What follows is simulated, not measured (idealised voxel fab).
Process module in this document: voxel tone inversion
200 nm wide, 5 nm square cells: that's cross-section cut.
In what follows, cross-sections appear as grids of square cells, described through bands that run from the top down, where every band is one or more rows of cells.
For a band, the entry starts with two heights in nm, that of the top and then that of the bottom, and carries on with the band's materials in order from left to right, each alongside its width in nm; the word "everywhere" beside a single material means it fills the band edge to edge, and "empty" means empty space.
The level at which height equals 0 is the one under which the wafer, as it arrives, is entirely one material. No lower edge exists for the bottom band, which continues downward and is notated as in "0 -> down".
So if you see something like "30->40" for the width, read it as the top row of the band sitting at the first number and the bottom row at the second, with every row in between moving by the same amount as the last.
"no modifications" means the step left every cell of the cross-section as it was.
Entry "Non-vented voids" = empty spaces >= 8 cells with no open way to the top; each as width x height at distance, distance from left edge, all nm.
Text after the settings on a step's line: the simulator's own remark on that step.
The optional step-line setting "overlay nm" applies to steps with a mask and quantifies how far to the right of its planned location the mask lay, a negative value indicating leftward placement.

## Process steps foreseen in the plan
- 1: RECEIVE with material Si
- 2: CONFORMAL_DEP with material SiN, thk nm 10
- 3: DIRECTIONAL_DEP with material polySi, thk nm 15
- 4: PATTERN with tone cover, mask id POSTS, material resist, width nm 15, pitch nm 35, thk nm 25, overlay nm 0
- 5: DIRECTIONAL_ETCH with etch materials polySi, depth nm 15
- 6: STRIP with etch materials resist
- 7: FILL_DEP with material SiO2, thk nm 10
- 8: CMP with height nm 25
- 9: STRIP with etch materials polySi
- 10: CONFORMAL_DEP with material TiN, thk nm 5
- 11: FILL_DEP with material Ru, thk nm 10
- 12: CMP with height nm 25
- 13: CONFORMAL_DEP with material SiN, thk nm 5

## First wafer out of two, processed as planned

## Cross-section of the wafer as it came to us, i.e., already through step 1
> 0 -> down: Si everywhere
> Non-vented voids: none

## Upon completion of step 2, the wafer appears in cross-section as shown
> 10 -> 0: SiN everywhere
> For the remainder of the cross-section, below 0, there is no change.

## Upon completion of step 3, the wafer appears in cross-section as shown
> 25 -> 10: polySi everywhere
> For the remainder of the cross-section, below 10, there is no change.

## Upon completion of step 4, the wafer appears in cross-section as shown
> 50 -> 25: 55 of empty, then 15 of resist, then 20 of empty, then 15 of resist, then 20 of empty, then 15 of resist, then 60 of empty
> For the remainder of the cross-section, below 25, there is no change.

## Upon completion of step 5, the wafer appears in cross-section as shown
> 50 -> 25: 55 of empty, then 15 of resist, then 20 of empty, then 15 of resist, then 20 of empty, then 15 of resist, then 60 of empty
> 25 -> 10: 55 of empty, then 15 of polySi, then 20 of empty, then 15 of polySi, then 20 of empty, then 15 of polySi, then 60 of empty
> For the remainder of the cross-section, below 10, there is no change.

## Upon completion of step 6, the wafer appears in cross-section as shown
> 25 -> 10: 55 of empty, then 15 of polySi, then 20 of empty, then 15 of polySi, then 20 of empty, then 15 of polySi, then 60 of empty
> For the remainder of the cross-section, below 10, there is no change.

## Upon completion of step 7, the wafer appears in cross-section as shown
> 35 -> 25: SiO2 everywhere
> 25 -> 10: 55 of SiO2, then 15 of polySi, then 20 of SiO2, then 15 of polySi, then 20 of SiO2, then 15 of polySi, then 60 of SiO2
> For the remainder of the cross-section, below 10, there is no change.

## Upon completion of step 8, the wafer appears in cross-section as shown
> 25 -> 10: 55 of SiO2, then 15 of polySi, then 20 of SiO2, then 15 of polySi, then 20 of SiO2, then 15 of polySi, then 60 of SiO2
> For the remainder of the cross-section, below 10, there is no change.

## Upon completion of step 9, the wafer appears in cross-section as shown
> 25 -> 10: 55 of SiO2, then 15 of empty, then 20 of SiO2, then 15 of empty, then 20 of SiO2, then 15 of empty, then 60 of SiO2
> For the remainder of the cross-section, below 10, there is no change.

## Upon completion of step 10, the wafer appears in cross-section as shown
> 30 -> 25: 60 of TiN, then 5 of empty, then 30 of TiN, then 5 of empty, then 30 of TiN, then 5 of empty, then 65 of TiN
> 25 -> 15: 55 of SiO2, then 5 of TiN, then 5 of empty, then 5 of TiN, then 20 of SiO2, then 5 of TiN, then 5 of empty, then 5 of TiN, then 20 of SiO2, then 5 of TiN, then 5 of empty, then 5 of TiN, then 60 of SiO2
> 15 -> 10: 55 of SiO2, then 15 of TiN, then 20 of SiO2, then 15 of TiN, then 20 of SiO2, then 15 of TiN, then 60 of SiO2
> For the remainder of the cross-section, below 10, there is no change.

## Upon completion of step 11, the wafer appears in cross-section as shown
> 40 -> 30: Ru everywhere
> 30 -> 25: 60 of TiN, then 5 of Ru, then 30 of TiN, then 5 of Ru, then 30 of TiN, then 5 of Ru, then 65 of TiN
> 25 -> 15: 55 of SiO2, then 5 of TiN, then 5 of Ru, then 5 of TiN, then 20 of SiO2, then 5 of TiN, then 5 of Ru, then 5 of TiN, then 20 of SiO2, then 5 of TiN, then 5 of Ru, then 5 of TiN, then 60 of SiO2
> For the remainder of the cross-section, below 15, there is no change.

## Upon completion of step 12, the wafer appears in cross-section as shown
> 25 -> 15: 55 of SiO2, then 5 of TiN, then 5 of Ru, then 5 of TiN, then 20 of SiO2, then 5 of TiN, then 5 of Ru, then 5 of TiN, then 20 of SiO2, then 5 of TiN, then 5 of Ru, then 5 of TiN, then 60 of SiO2
> For the remainder of the cross-section, below 15, there is no change.

## Upon completion of step 13, the wafer appears in cross-section as shown
> 30 -> 25: SiN everywhere
> For the remainder of the cross-section, below 25, there is no change.

## Second wafer: same start and same plan as the first, one execution error; identical to the first through step 1

Cross-sectional representation of the second wafer at the time designated in the plan for the completion of step 2: no modifications

## Cross-sectional representation of the second wafer at the time designated in the plan for the completion of step 3
> 15 -> 0: polySi everywhere
> For the remainder of the cross-section, below 0, there is no change.

## Cross-sectional representation of the second wafer at the time designated in the plan for the completion of step 4
> 40 -> 15: 55 of empty, then 15 of resist, then 20 of empty, then 15 of resist, then 20 of empty, then 15 of resist, then 60 of empty
> For the remainder of the cross-section, below 15, there is no change.

## Cross-sectional representation of the second wafer at the time designated in the plan for the completion of step 5
> 40 -> 15: 55 of empty, then 15 of resist, then 20 of empty, then 15 of resist, then 20 of empty, then 15 of resist, then 60 of empty
> 15 -> 0: 55 of empty, then 15 of polySi, then 20 of empty, then 15 of polySi, then 20 of empty, then 15 of polySi, then 60 of empty
> For the remainder of the cross-section, below 0, there is no change.

## Cross-sectional representation of the second wafer at the time designated in the plan for the completion of step 6
> 15 -> 0: 55 of empty, then 15 of polySi, then 20 of empty, then 15 of polySi, then 20 of empty, then 15 of polySi, then 60 of empty
> For the remainder of the cross-section, below 0, there is no change.

## Cross-sectional representation of the second wafer at the time designated in the plan for the completion of step 7
> 25 -> 15: SiO2 everywhere
> 15 -> 0: 55 of SiO2, then 15 of polySi, then 20 of SiO2, then 15 of polySi, then 20 of SiO2, then 15 of polySi, then 60 of SiO2
> For the remainder of the cross-section, below 0, there is no change.

Cross-sectional representation of the second wafer at the time designated in the plan for the completion of step 8: no modifications

Cross-sectional representation of the second wafer at the time designated in the plan for the completion of step 9: no modifications

## Cross-sectional representation of the second wafer at the time designated in the plan for the completion of step 10
> 30 -> 25: TiN everywhere
> For the remainder of the cross-section, below 25, there is no change.

## Cross-sectional representation of the second wafer at the time designated in the plan for the completion of step 11
> 40 -> 30: Ru everywhere
> For the remainder of the cross-section, below 30, there is no change.

## Cross-sectional representation of the second wafer at the time designated in the plan for the completion of step 12
> 25 -> 15: SiO2 everywhere
> For the remainder of the cross-section, below 15, there is no change.

## Cross-sectional representation of the second wafer at the time designated in the plan for the completion of step 13
> 30 -> 25: SiN everywhere
> For the remainder of the cross-section, below 25, there is no change.
In executing the process, a mistake was made relative to the plan: the plan's step 2 went unexecuted, having been skipped
It is noted that, at the conclusion of processing, the second wafer exhibits a higher or lower cell count for certain materials relative to the first: -6 Ru | -80 SiN | +80 SiO2 | -21 TiN | +27 polySi
